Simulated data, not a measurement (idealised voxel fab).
process module | voxel capacitor over wiring
cross-section cut | 165 nm wide | cells 5 nm
A cross-section is a grid of square cells, given in bands from the top down. A band is one or more rows of cells.
Each band's line starts with the height of the band's top and of its bottom, in nm. Then come its materials from left to right, each with its width in nm. One material with "throughout" fills the band from edge to edge. "air" is empty space.
Height 0 is the level under which the wafer as received is all one material. The lowest band goes on downwards, as in "0 down".
A width such as "30 to 40" changes by the same amount from each row of cells to the next, from the band's top row to its bottom row.
"no change" after a step means that no cell of the cross-section changed.
closed voids: empty space of 8 cells or more with no open way to the top, each as width x height at its distance from the left edge, in nm
after a step's settings: what the simulator itself notes on the step
overlay nm, on a step with a mask: how far to the right of its planned place the mask lay; to the left if negative
plan
1 op RECEIVE | material Si
2 op CONFORMAL_DEP | material SiO2 | thk nm 10
3 op DIRECTIONAL_DEP | material TiN | thk nm 5
4 op DIRECTIONAL_DEP | material W | thk nm 15
5 op MASKED_ETCH | tone cover | mask id METAL_1 | width nm 25 | pitch nm 75 | etch materials W | depth nm 15 | overlay nm 0
6 op MASKED_ETCH | tone cover | mask id METAL_1 | width nm 25 | pitch nm 75 | etch materials TiN | depth nm 5 | overlay nm 0
7 op FILL_DEP | material lowk | thk nm 5
8 op CMP | height nm 30
9 op CONFORMAL_DEP | material SiCN | thk nm 5
10 op DIRECTIONAL_DEP | material lowk | thk nm 20
11 op PATTERN | tone open | mask id PLUG_1 | material resist | width nm 15 | thk nm 15 | overlay nm 0
12 op DIRECTIONAL_ETCH | etch materials lowk | depth nm 20
13 op DIRECTIONAL_ETCH | etch materials SiCN | depth nm 5
14 op STRIP | etch materials resist
15 op EPI | material Ru | thk nm 10
16 op EPI | material Ru | thk nm 10
17 op EPI | material Ru | thk nm 5
18 op DIRECTIONAL_DEP | material TiN | thk nm 5
19 op DIRECTIONAL_DEP | material HfO2 | thk nm 5
20 op DIRECTIONAL_DEP | material TiN | thk nm 5
21 op PATTERN | tone cover | mask id UPPER_PLATE | material resist | width nm 55 | thk nm 15 | overlay nm 0
22 op DIRECTIONAL_ETCH | etch materials TiN | depth nm 5
23 op DIRECTIONAL_ETCH | etch materials HfO2 | depth nm 5
24 op STRIP | etch materials resist
25 op PATTERN | tone cover | mask id LOWER_PLATE | material resist | width nm 65 | thk nm 15 | overlay nm 0
26 op DIRECTIONAL_ETCH | etch materials TiN | depth nm 5
27 op STRIP | etch materials resist
28 op FILL_DEP | material SiO2 | thk nm 15
29 op CMP | height nm 80
30 op PATTERN | tone open | mask id PLUG_2 | material resist | width nm 15 | thk nm 15 | overlay nm 0
31 op DIRECTIONAL_ETCH | etch materials SiO2 | depth nm 10
32 op STRIP | etch materials resist
33 op CONFORMAL_DEP | material TiN | thk nm 5
34 op FILL_DEP | material Ru | thk nm 5
35 op CMP | height nm 80
36 op CONFORMAL_DEP | material SiCN | thk nm 5
as received, after step 1
  0 down: Si throughout
  closed voids: none
a wafer at the end: this start, this plan, one mistake
  85 to 80: SiCN throughout
  80 to 75: SiO2 50 | TiN 5 | Ru 5 | TiN 5 | SiO2 100
  75 to 65: SiO2 50 to 40 | TiN 15 to 55 | SiO2 100 to 70
  65 to 60: SiO2 40 | HfO2 55 | SiO2 70
  60 to 55: SiO2 35 | TiN 65 | SiO2 65
  55 to 35: lowk 40 | Ru 15 | lowk 110
  35 to 30: SiCN 40 | Ru 15 | SiCN 110
  30 to 15: lowk 30 | W 25 | lowk 50 | W 25 | lowk 35
  15 to 10: lowk 25 | TiN 30 | lowk 45 | TiN 30 | lowk 35
  10 to 0: SiO2 throughout
  0 down: Si throughout
  closed voids: none
what went wrong: step 6 ran as: op MASKED_ETCH | tone cover | mask id METAL_1 | width nm 25 | pitch nm 75 | etch materials TiN | depth nm 5 | overlay nm -5
